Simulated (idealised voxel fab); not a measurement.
Documented hereafter: the process module known as voxel transistor to metal.
The figure presents cross-section cut, which has a width of 180 nm and is divided into square cells with an edge length of 5 nm.
How to read a cross-section here: the picture is a grid of square cells, written as bands going from the top down, and any band can span one or more rows of cells. In this notation a band is specified by the heights of its top and bottom, in that order and in nm, after which its materials appear from left to right, each paired with its width in nm. The word "full width" attached to a single material means that material fills the band from edge to edge; the word "empty" stands for empty space. Basically, 0 is our baseline, since under it the wafer straight out of the box is all one material. The bottom band has no lower end and keeps on going down, so it looks like "0 and below". Width "30..40": first value at the band's top row of cells, second value at its bottom row, equal change from row to row. "nothing got changed" -> step changed no cross-section cell. Under "Non-vented voids" you'll find the enclosed gaps, the ones with no way out to the top, that are 8 cells or bigger; each reads width x height at distance, with distance counted from the left edge, everything in nm. Heads up: the bit after the settings on a step's line is the simulator's remark on that step. overlay nm: right-of-plan distance of the mask on a masked step; negative values mean left-of-plan.

The process steps that were planned are listed below
step 1: RECEIVE: material Si
step 2: CONFORMAL_DEP: material SiO2, thk nm 5
step 3: CONFORMAL_DEP: material SiN, thk nm 10
step 4: DIRECTIONAL_DEP: material aC, thk nm 10
step 5: PATTERN: tone cover, mask id ACTIVE, material resist, width nm 110, thk nm 30, overlay nm 0
step 6: DIRECTIONAL_ETCH: etch materials aC, depth nm 10
step 7: STRIP: etch materials resist
step 8: DIRECTIONAL_ETCH: etch materials SiN, depth nm 10
step 9: DIRECTIONAL_ETCH: etch materials SiO2, depth nm 5
step 10: DIRECTIONAL_ETCH: etch materials Si, depth nm 30
step 11: STRIP: etch materials aC
step 12: FILL_DEP: material SiO2, thk nm 10
step 13: CMP: height nm 15
step 14: SELECTIVE_ETCH: etch materials SiO2, depth nm 5
step 15: STRIP: etch materials SiN
step 16: SELECTIVE_ETCH: etch materials SiO2, depth nm 5
step 17: OXIDIZE: depth nm 5
step 18: DIRECTIONAL_DEP: material polySi, thk nm 25
step 19: DIRECTIONAL_DEP: material SiCN, thk nm 15
step 20: PATTERN: tone cover, mask id GATE, material resist, width nm 30, thk nm 20, overlay nm 0
step 21: DIRECTIONAL_ETCH: etch materials SiCN, depth nm 25
step 22: DIRECTIONAL_ETCH: etch materials polySi, depth nm 35
step 23: STRIP: etch materials resist
step 24: CONFORMAL_DEP: material SiN, thk nm 5
step 25: DIRECTIONAL_ETCH: etch materials SiN, depth nm 5
step 26: DIRECTIONAL_ETCH: etch materials SiO2, depth nm 5
step 27: DIRECTIONAL_ETCH: etch materials Si, depth nm 10
step 28: EPI: material SiGe, thk nm 10
step 29: FILL_DEP: material SiO2, thk nm 10
step 30: CMP: height nm 25
step 31: STRIP: etch materials polySi
step 32: SELECTIVE_ETCH: etch materials SiO2, depth nm 5
step 33: CONFORMAL_DEP: material HfO2, thk nm 5
step 34: CONFORMAL_DEP: material TiN, thk nm 5
step 35: FILL_DEP: material W, thk nm 10
step 36: CMP: height nm 20
step 37: DIRECTIONAL_DEP: material SiO2, thk nm 10
step 38: DIRECTIONAL_DEP: material aC, thk nm 10
step 39: PATTERN: tone open, mask id CONTACT, material resist, width nm 15, pitch nm 75, thk nm 25, overlay nm -15
step 40: DIRECTIONAL_ETCH: etch materials aC, depth nm 10
step 41: STRIP: etch materials resist
step 42: DIRECTIONAL_ETCH: etch materials SiO2, depth nm 35
step 43: STRIP: etch materials aC
step 44: CONFORMAL_DEP: material TiN, thk nm 5
step 45: FILL_DEP: material W, thk nm 5
step 46: CMP: height nm 30
step 47: DIRECTIONAL_DEP: material TiN, thk nm 5
step 48: DIRECTIONAL_DEP: material Ru, thk nm 20
step 49: DIRECTIONAL_DEP: material aC, thk nm 15
step 50: PATTERN: tone cover, mask id METAL_1, material resist, width nm 15, pitch nm 75, thk nm 35, overlay nm 0
step 51: DIRECTIONAL_ETCH: etch materials aC, depth nm 15
step 52: STRIP: etch materials resist
step 53: DIRECTIONAL_ETCH: etch materials Ru, depth nm 20
step 54: DIRECTIONAL_ETCH: etch materials TiN, depth nm 5
step 55: STRIP: etch materials aC
step 56: CONFORMAL_DEP: material SiN, thk nm 5
step 57: FILL_DEP: material lowk, thk nm 10
step 58: CMP: height nm 55
step 59: CONFORMAL_DEP: material SiCN, thk nm 5
The overlay nm used in step 39 is not the same on every wafer, whereas the starting condition is; the value printed in the plan is the first wafer's.

Cross-section: the first of several wafers in its as-received state, i.e. following step 1
  0 and below | Si full width
  Non-vented voids: none

Last step of the module is step 59; after it, the first of several wafers in cross-section
  60 down to 55 | SiCN full width
  55 down to 35 | lowk=40  SiN=5  Ru=15  SiN=5  lowk=50  SiN=5  Ru=15  SiN=5  lowk=40
  35 down to 30 | SiN=45  TiN=15  SiN=60  TiN=15  SiN=45
  30 down to 25 | SiO2=30  TiN=5  W=5  TiN=5  SiO2=60  TiN=5  W=5  TiN=5  SiO2=60
  25 down to 20 | SiO2=30  TiN=5  W=5  TiN=5  SiO2=60  TiN=15  SiO2=60
  20 down to 10 | SiO2=30  TiN=5  W=5  TiN=5  SiO2=25  SiN=5  HfO2=5  TiN=5  W=10  TiN=5  HfO2=5  SiN=5  TiN=10  SiO2=60
  10 down to 5 | SiO2=30  TiN=15  SiO2=25  SiN=5  HfO2=5  TiN=5  W=10  TiN=5  HfO2=5  SiN=5  TiN=10  SiO2=60
  5 down to 0 | SiO2=30  SiN=5  TiN=10  SiO2=15  SiGe=10  SiN=5  HfO2=5  TiN=20  HfO2=5  SiN=5  SiGe=10  SiO2=25  SiN=5  SiO2=30
  0 down to -5 | SiO2=35  TiN=10  SiO2=15  SiGe=10  HfO2=40  SiGe=10  SiO2=60
  -5 down to -15 | SiO2=35  SiGe=35  Si=40  SiGe=35  SiO2=35
  -15 down to -30 | SiO2=35  Si=110  SiO2=35
  -30 and below | Si full width
  Non-vented voids: none

Cross-section of the final wafer among several, taken at the end of the module
  60 down to 55 | SiCN full width
  55 down to 35 | lowk=40  SiN=5  Ru=15  SiN=5  lowk=50  SiN=5  Ru=15  SiN=5  lowk=40
  35 down to 30 | SiN=45  TiN=15  SiN=60  TiN=15  SiN=45
  30 down to 25 | SiO2=60  TiN=5  W=5  TiN=5  SiO2=60  TiN=5  W=5  TiN=5  SiO2=30
  25 down to 20 | SiO2=60  TiN=15  SiO2=60  TiN=5  W=5  TiN=5  SiO2=30
  20 down to 10 | SiO2=60  TiN=10  SiN=5  HfO2=5  TiN=5  W=10  TiN=5  HfO2=5  SiN=5  SiO2=25  TiN=5  W=5  TiN=5  SiO2=30
  10 down to 5 | SiO2=60  TiN=10  SiN=5  HfO2=5  TiN=5  W=10  TiN=5  HfO2=5  SiN=5  SiO2=25  TiN=15  SiO2=30
  5 down to 0 | SiO2=30  SiN=5  SiO2=25  SiGe=10  SiN=5  HfO2=5  TiN=20  HfO2=5  SiN=5  SiGe=10  SiO2=15  TiN=10  SiN=5  SiO2=30
  0 down to -5 | SiO2=60  SiGe=10  HfO2=40  SiGe=10  SiO2=15  TiN=10  SiO2=35
  -5 down to -15 | SiO2=35  SiGe=35  Si=40  SiGe=35  SiO2=35
  -15 down to -30 | SiO2=35  Si=110  SiO2=35
  -30 and below | Si full width
  Non-vented voids: none

Below: a row per wafer. Contents at end of module: for every material, cells gained since receipt (+) or lost since receipt (-); then closed voids
overlay nm -15 | +16 HfO2 | +24 Ru | -134 Si | +36 SiCN | +36 SiGe | +56 SiN | +241 SiO2 | +42 TiN | +11 W | +104 lowk | Non-vented voids: none
overlay nm -10 | +16 HfO2 | +24 Ru | -134 Si | +36 SiCN | +36 SiGe | +56 SiN | +234 SiO2 | +44 TiN | +16 W | +104 lowk | Non-vented voids: none
overlay nm -5 | +16 HfO2 | +24 Ru | -134 Si | +36 SiCN | +36 SiGe | +56 SiN | +232 SiO2 | +46 TiN | +16 W | +104 lowk | Non-vented voids: none
overlay nm 0 | +16 HfO2 | +24 Ru | -134 Si | +36 SiCN | +36 SiGe | +56 SiN | +230 SiO2 | +46 TiN | +18 W | +104 lowk | Non-vented voids: none
overlay nm 5 | +16 HfO2 | +24 Ru | -134 Si | +36 SiCN | +36 SiGe | +56 SiN | +232 SiO2 | +46 TiN | +16 W | +104 lowk | Non-vented voids: none
overlay nm 10 | +16 HfO2 | +24 Ru | -134 Si | +36 SiCN | +36 SiGe | +56 SiN | +234 SiO2 | +44 TiN | +16 W | +104 lowk | Non-vented voids: none
overlay nm 15 | +16 HfO2 | +24 Ru | -134 Si | +36 SiCN | +36 SiGe | +56 SiN | +241 SiO2 | +42 TiN | +11 W | +104 lowk | Non-vented voids: none
